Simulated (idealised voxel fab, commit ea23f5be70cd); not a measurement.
Documented hereafter: the process module known as voxel self aligned vias.
Cross-section cut spans 290 nm and uses square cells 5 nm in size.
In what follows, cross-sections appear as grids of square cells, described through bands that run from the top down, where every band is one or more rows of cells. Each band's line starts with the height of the band's top and of its bottom, in nm. Then come its materials from left to right, each with its width in nm. One material with "all across" fills the band from edge to edge. "air" is empty space. Heights are expressed relative to 0, this being the level below which the as-received wafer comprises one material exclusively. The lowest band is unbounded in the downward direction and is denoted as in "0 -> down". Width "30 to 40": first value at the band's top row of cells, second value at its bottom row, equal change from row to row. Basically "everything unchanged" means that step didn't change any cell in the cross-section. This entry, "Fully closed voids", enumerates those empty regions of no fewer than 8 cells that possess no open connection to the top. Each region is reported in the form width x height at distance, the distance being taken from the left edge, with all three quantities expressed in nm. On each step's line, the part that comes after the settings is the simulator's own comment on the step. Steps that use a mask can have "overlay nm" on their line. It says how far the mask sat to the right of where it was meant to be. Negative means to the left.

## Process steps (planned)
- 1: RECEIVE | material Si
- 2: CONFORMAL_DEP | material SiO2 | thk nm 15
- 3: CONFORMAL_DEP | material SiCN | thk nm 5
- 4: DIRECTIONAL_DEP | material SiO2 | thk nm 20
- 5: MASKED_ETCH | tone open | mask id LINES | width nm 25 | pitch nm 70 | etch materials SiO2 | depth nm 20 | overlay nm 0
- 6: CONFORMAL_DEP | material TiN | thk nm 5
- 7: FILL_DEP | material Ru | thk nm 10
- 8: CMP | height nm 40
- 9: SELECTIVE_ETCH | etch materials W Ru TiN | depth nm 10
- 10: FILL_DEP | material SiN | thk nm 5
- 11: CMP | height nm 40
- 12: DIRECTIONAL_DEP | material SiO2 | thk nm 20
- 13: PATTERN | tone open | mask id VIAS | material resist | width nm 45 | thk nm 20 | overlay nm 0
- 14: DIRECTIONAL_ETCH | etch materials SiO2 | depth nm 20
- 15: DIRECTIONAL_ETCH | etch materials SiN | depth nm 10
- 16: STRIP | etch materials resist
- 17: CONFORMAL_DEP | material TiN | thk nm 5
- 18: FILL_DEP | material W | thk nm 5
- 19: CMP | height nm 60
- 20: CONFORMAL_DEP | material SiN | thk nm 5

## Shown in cross-section is the wafer as received, that is, as it stands after step 1
- 0 -> down = Si all across
- Fully closed voids: none

## Starting wafer: above. Plan: above. Run: one mistake. Cross-section after the module: below
- 65 -> 60 = SiN all across
- 60 -> 55 = TiN (90); W (35); TiN (165)
- 55 -> 40 = SiO2 (85); TiN (5); W (35); TiN (5); SiO2 (160)
- 40 -> 35 = SiO2 (85); TiN (15); W (15); TiN (15); SiO2 (35); SiN (25); SiO2 (100)
- 35 -> 30 = SiO2 (95); TiN (25); SiO2 (45); SiN (25); SiO2 (100)
- 30 -> 25 = SiO2 (95); TiN (5); Ru (15); TiN (5); SiO2 (45); TiN (5); Ru (15); TiN (5); SiO2 (100)
- 25 -> 20 = SiO2 (95); TiN (25); SiO2 (45); TiN (25); SiO2 (100)
- 20 -> 15 = SiCN all across
- 15 -> 0 = SiO2 all across
- 0 -> down = Si all across
- Fully closed voids: none
What went wrong in running the wafer? in deviation from the planned setting, step 12 was conducted as DIRECTIONAL_DEP | material SiO2 | thk nm 15
